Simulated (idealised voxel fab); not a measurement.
The following process module bears the name voxel wiring stack.
FYI the section here is cut, 195 nm wide, cells are 5 nm squares.
The cross-sections in this document take the form of a grid made of square cells. They are written out as bands, in order from top to bottom. Each band consists of one or more rows of cells. Top height, bottom height, nm. Materials left to right, width each, nm. Single material + "full width" = fills band edge to edge. "air" = empty. Zero point of the height axis is 0; under it, received wafer = one material. Lowest band: continues down indefinitely, "top 0, no bottom". A two-number width, for instance "30 to 40", indicates that the width is equal to the first number in the top row of the band and to the second number in the bottom row, and that it changes by a constant amount per row of cells. "left unchanged" (step): cross-section cells unchanged, all of them. So "Unvented internal voids" is basically the list of trapped voids: any empty space of 8 cells or more that can't reach the top through an opening. They're written width x height at distance, the distance being from the left edge, and it's all nm. Past the settings on a step's line: simulator remark, on that step. "overlay nm", when on a step's line for a step with a mask, measures how far to the right of its planned place the mask lay; a negative measure means to the left.

# Process steps (planned)
| 1 | RECEIVE (material Si) |
| 2 | CONFORMAL_DEP (material SiO2; thk nm 15) |
| 3 | CONFORMAL_DEP (material SiCN; thk nm 5) |
| 4 | DIRECTIONAL_DEP (material SiO2; thk nm 20) |
| 5 | MASKED_ETCH (tone open; mask id METAL_1; width nm 30; pitch nm 45; etch materials SiO2; depth nm 20; overlay nm 0) |
| 6 | MASKED_ETCH (tone open; mask id METAL_1; width nm 30; pitch nm 45; etch materials SiCN; depth nm 5; overlay nm 0) |
| 7 | CONFORMAL_DEP (material TiN; thk nm 5) |
| 8 | FILL_DEP (material W; thk nm 10) |
| 9 | CMP (height nm 40) |
| 10 | CONFORMAL_DEP (material SiCN; thk nm 5) |
| 11 | DIRECTIONAL_DEP (material SiO2; thk nm 15) |
| 12 | MASKED_ETCH (tone open; mask id PLUG_1; width nm 15; pitch nm 45; etch materials SiO2; depth nm 15; overlay nm 0) |
| 13 | MASKED_ETCH (tone open; mask id PLUG_1; width nm 15; pitch nm 45; etch materials SiCN; depth nm 5; overlay nm 0) |
| 14 | CONFORMAL_DEP (material TiN; thk nm 5) |
| 15 | FILL_DEP (material Cu; thk nm 10) |
| 16 | CMP (height nm 60) |
| 17 | CONFORMAL_DEP (material SiCN; thk nm 5) |
| 18 | DIRECTIONAL_DEP (material lowk; thk nm 25) |
| 19 | DIRECTIONAL_DEP (material aC; thk nm 10) |
| 20 | PATTERN (tone open; mask id METAL_2; material resist; width nm 30; pitch nm 45; thk nm 30; overlay nm 0) |
| 21 | DIRECTIONAL_ETCH (etch materials aC; depth nm 10) |
| 22 | STRIP (etch materials resist) |
| 23 | DIRECTIONAL_ETCH (etch materials lowk; depth nm 25) |
| 24 | DIRECTIONAL_ETCH (etch materials SiCN; depth nm 5) |
| 25 | STRIP (etch materials aC) |
| 26 | CONFORMAL_DEP (material TiN; thk nm 5) |
| 27 | FILL_DEP (material Ru; thk nm 10) |
| 28 | CMP (height nm 90) |
| 29 | CONFORMAL_DEP (material SiCN; thk nm 5) |

# This is the cross-section of the wafer as we received it, i.e. after step 1
> top 0, no bottom: Si full width
> Unvented internal voids: none

# What the wafer looks like in cross-section after this module, when it starts as shown above and follows the plan above but one mistake is made in running it
> top 95, bottom 90: SiCN full width
> top 90, bottom 70: 60 nm lowk | 5 nm TiN | 20 nm Ru | 5 nm TiN | 15 nm lowk | 5 nm TiN | 20 nm Ru | 5 nm TiN | 60 nm lowk
> top 70, bottom 65: 60 nm SiCN | 30 nm TiN | 15 nm SiCN | 30 nm TiN | 60 nm SiCN
> top 65, bottom 60: 65 nm TiN | 5 nm Cu | 40 nm TiN | 5 nm Cu | 80 nm TiN
> top 60, bottom 45: 60 nm SiO2 | 5 nm TiN | 5 nm Cu | 5 nm TiN | 30 nm SiO2 | 5 nm TiN | 5 nm Cu | 5 nm TiN | 75 nm SiO2
> top 45, bottom 40: 60 nm SiCN | 15 nm TiN | 30 nm SiCN | 15 nm TiN | 75 nm SiCN
> top 40, bottom 20: 60 nm SiO2 | 5 nm TiN | 20 nm W | 5 nm TiN | 15 nm SiO2 | 5 nm TiN | 20 nm W | 5 nm TiN | 60 nm SiO2
> top 20, bottom 15: 60 nm SiCN | 30 nm TiN | 15 nm SiCN | 30 nm TiN | 60 nm SiCN
> top 15, bottom 0: SiO2 full width
> top 0, no bottom: Si full width
> Unvented internal voids: none
Plan not followed: heads up, step 16 didn't go per plan, it actually ran as CMP (height nm 65)
